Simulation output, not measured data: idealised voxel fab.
process module | voxel ribs on slabs
cross-section cut | 270 nm wide | cells 5 nm
A cross-section is a grid of square cells, given in bands from the top down. A band is one or more rows of cells.
Each band's line starts with the height of the band's top and of its bottom, in nm. Then come its materials from left to right, each with its width in nm. One material with "throughout" fills the band from edge to edge. "air" is empty space.
Height 0 is the level under which the wafer as received is all one material. The lowest band goes on downwards, as in "0 down".
A width such as "30 to 40" changes by the same amount from each row of cells to the next, from the band's top row to its bottom row.
"no change" after a step means that no cell of the cross-section changed.
closed voids: empty space of 8 cells or more with no open way to the top, each as width x height at its distance from the left edge, in nm
after a step's settings: what the simulator itself notes on the step
overlay nm, on a step with a mask: how far to the right of its planned place the mask lay; to the left if negative
plan
1 op RECEIVE | material Si
2 op DIRECTIONAL_DEP | material SiO2 | thk nm 30
3 op DIRECTIONAL_DEP | material SiN | thk nm 20
4 op PATTERN | tone cover | mask id RIB | material resist | width nm 25 | thk nm 20 | overlay nm 0
5 op DIRECTIONAL_ETCH | etch materials SiN | depth nm 15
6 op STRIP | etch materials resist
7 op PATTERN | tone cover | mask id SLAB | material resist | width nm 55 | thk nm 20 | overlay nm 0
8 op DIRECTIONAL_ETCH | etch materials SiN | depth nm 5
9 op STRIP | etch materials resist
10 op FILL_DEP | material SiO2 | thk nm 15
11 op CMP | height nm 60
12 op DIRECTIONAL_DEP | material W | thk nm 10
13 op MASKED_ETCH | tone cover | mask id HEATER | width nm 35 | etch materials W | depth nm 10 | overlay nm 0
14 op CONFORMAL_DEP | material SiN | thk nm 5
first wafer, as planned
as received, after step 1
  0 down: Si throughout
  closed voids: none
after step 2
  30 to 0: SiO2 throughout
  below 0: unchanged
after step 3
  50 to 30: SiN throughout
  below 30: unchanged
after step 4
  70 to 50: air 120 | resist 25 | air 125
  below 50: unchanged
after step 5
  70 to 50: air 120 | resist 25 | air 125
  50 to 35: air 120 | SiN 25 | air 125
  below 35: unchanged
after step 6
  50 to 35: air 120 | SiN 25 | air 125
  below 35: unchanged
after step 7
  70 to 50: air 105 | resist 55 | air 110
  50 to 35: air 105 | resist 15 | SiN 25 | resist 15 | air 110
  below 35: unchanged
after step 8
  70 to 50: air 105 | resist 55 | air 110
  50 to 35: air 105 | resist 15 | SiN 25 | resist 15 | air 110
  35 to 30: air 105 | SiN 55 | air 110
  below 30: unchanged
after step 9
  50 to 35: air 120 | SiN 25 | air 125
  below 35: unchanged
after step 10
  65 to 50: SiO2 throughout
  50 to 35: SiO2 120 | SiN 25 | SiO2 125
  35 to 30: SiO2 105 | SiN 55 | SiO2 110
  below 30: unchanged
after step 11
  60 to 50: SiO2 throughout
  below 50: unchanged
after step 12
  70 to 60: W throughout
  below 60: unchanged
after step 13
  70 to 60: air 115 | W 35 | air 120
  below 60: unchanged
after step 14
  75 to 70: air 110 | SiN 45 | air 115
  70 to 65: air 110 | SiN 5 | W 35 | SiN 5 | air 115
  65 to 60: SiN 115 | W 35 | SiN 120
  below 60: unchanged
second wafer: like start, like plan, one mistake. Through step 1 it matches the first wafer
when step 2 should have ended
  20 to 0: SiN throughout
  below 0: unchanged
when step 3 should have ended
  50 to 20: SiO2 throughout
  below 20: unchanged
when step 4 should have ended
  70 to 50: air 120 | resist 25 | air 125
  below 50: unchanged
when step 5 should have ended: no change
when step 6 should have ended
  50 to 20: SiO2 throughout
  below 20: unchanged
when step 7 should have ended
  70 to 50: air 105 | resist 55 | air 110
  below 50: unchanged
when step 8 should have ended: no change
when step 9 should have ended
  50 to 20: SiO2 throughout
  below 20: unchanged
when step 10 should have ended
  65 to 20: SiO2 throughout
  below 20: unchanged
when step 11 should have ended
  60 to 20: SiO2 throughout
  below 20: unchanged
when step 12 should have ended
  70 to 60: W throughout
  below 60: unchanged
when step 13 should have ended
  70 to 60: air 115 | W 35 | air 120
  below 60: unchanged
when step 14 should have ended
  75 to 70: air 110 | SiN 45 | air 115
  70 to 65: air 110 | SiN 5 | W 35 | SiN 5 | air 115
  65 to 60: SiN 115 | W 35 | SiN 120
  below 60: unchanged
what went wrong: steps 2 and 3 were swapped
at the end the second wafer has, in cells: 190 more of SiN | 190 fewer of SiO2
